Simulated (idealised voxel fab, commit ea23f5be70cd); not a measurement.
process module | voxel capacitor over wiring
cross-section cut | 300 nm wide | cells 5 nm
A cross-section is a grid of square cells, given in bands from the top down. A band is one or more rows of cells.
Each band's line starts with the height of the band's top and of its bottom, in nm. Then come its materials from left to right, each with its width in nm. One material with "throughout" fills the band from edge to edge. "air" is empty space.
Height 0 is the level under which the wafer as received is all one material. The lowest band goes on downwards, as in "0 down".
A width such as "30 to 40" changes by the same amount from each row of cells to the next, from the band's top row to its bottom row.
"no change" after a step means that no cell of the cross-section changed.
closed voids: empty space of 8 cells or more with no open way to the top, each as width x height at its distance from the left edge, in nm
after a step's settings: what the simulator itself notes on the step
overlay nm, on a step with a mask: how far to the right of its planned place the mask lay; to the left if negative
plan
1 op RECEIVE | material Si
2 op CONFORMAL_DEP | material SiO2 | thk nm 15
3 op DIRECTIONAL_DEP | material TiN | thk nm 5
4 op DIRECTIONAL_DEP | material Ru | thk nm 15
5 op DIRECTIONAL_DEP | material aC | thk nm 10
6 op PATTERN | tone cover | mask id METAL_1 | material resist | width nm 25 | pitch nm 80 | thk nm 25 | overlay nm 0
7 op DIRECTIONAL_ETCH | etch materials aC | depth nm 10
8 op STRIP | etch materials resist
9 op DIRECTIONAL_ETCH | etch materials Ru | depth nm 15
10 op DIRECTIONAL_ETCH | etch materials TiN | depth nm 5
11 op STRIP | etch materials aC
12 op FILL_DEP | material SiO2 | thk nm 10
13 op CMP | height nm 35
14 op CONFORMAL_DEP | material SiCN | thk nm 5
15 op DIRECTIONAL_DEP | material SiO2 | thk nm 20
16 op MASKED_ETCH | tone open | mask id PLUG_1 | width nm 15 | etch materials SiO2 | depth nm 20 | overlay nm 0
17 op MASKED_ETCH | tone open | mask id PLUG_1 | width nm 15 | etch materials SiCN | depth nm 5 | overlay nm 0
18 op CONFORMAL_DEP | material TiN | thk nm 5
19 op FILL_DEP | material Ru | thk nm 5
20 op CMP | height nm 60
21 op DIRECTIONAL_DEP | material TiN | thk nm 10
22 op DIRECTIONAL_DEP | material Al2O3 | thk nm 5
23 op DIRECTIONAL_DEP | material TiN | thk nm 5
24 op MASKED_ETCH | tone cover | mask id UPPER_PLATE | width nm 60 | etch materials TiN | depth nm 5 | overlay nm 0
25 op MASKED_ETCH | tone cover | mask id UPPER_PLATE | width nm 60 | etch materials Al2O3 | depth nm 5 | overlay nm 0
26 op MASKED_ETCH | tone cover | mask id LOWER_PLATE | width nm 70 | etch materials TiN | depth nm 10 | overlay nm 0
27 op FILL_DEP | material SiO2 | thk nm 15
28 op CMP | height nm 90
29 op DIRECTIONAL_DEP | material aC | thk nm 15
30 op PATTERN | tone open | mask id PLUG_2 | material resist | width nm 15 | thk nm 35 | overlay nm 0
31 op DIRECTIONAL_ETCH | etch materials aC | depth nm 15
32 op STRIP | etch materials resist
33 op DIRECTIONAL_ETCH | etch materials SiO2 | depth nm 10
34 op STRIP | etch materials aC
35 op CONFORMAL_DEP | material TiN | thk nm 5
36 op FILL_DEP | material Ru | thk nm 5
37 op CMP | height nm 90
38 op CONFORMAL_DEP | material SiN | thk nm 5
as received, after step 1
  0 down: Si throughout
  closed voids: none
a wafer at the end: this start, this plan, one mistake
  95 to 90: SiN throughout
  90 to 85: SiO2 115 | TiN 5 | Ru 5 | TiN 5 | SiO2 170
  85 to 75: SiO2 115 to 105 | TiN 15 to 60 | SiO2 170 to 135
  75 to 70: SiO2 105 | Al2O3 60 | SiO2 135
  70 to 60: SiO2 100 | TiN 70 | SiO2 130
  60 to 40: SiO2 105 | TiN 5 | Ru 5 | TiN 5 | SiO2 180
  40 to 35: SiCN 105 | TiN 15 | SiCN 180
  35 to 20: SiO2 100 | Ru 15 | SiO2 65 | Ru 15 | SiO2 105
  20 to 15: SiO2 100 | TiN 15 | SiO2 65 | TiN 15 | SiO2 105
  15 to 0: SiO2 throughout
  0 down: Si throughout
  closed voids: none
what went wrong: step 6 ran as: op PATTERN | tone cover | mask id METAL_1 | material resist | width nm 15 | pitch nm 80 | thk nm 25 | overlay nm 0
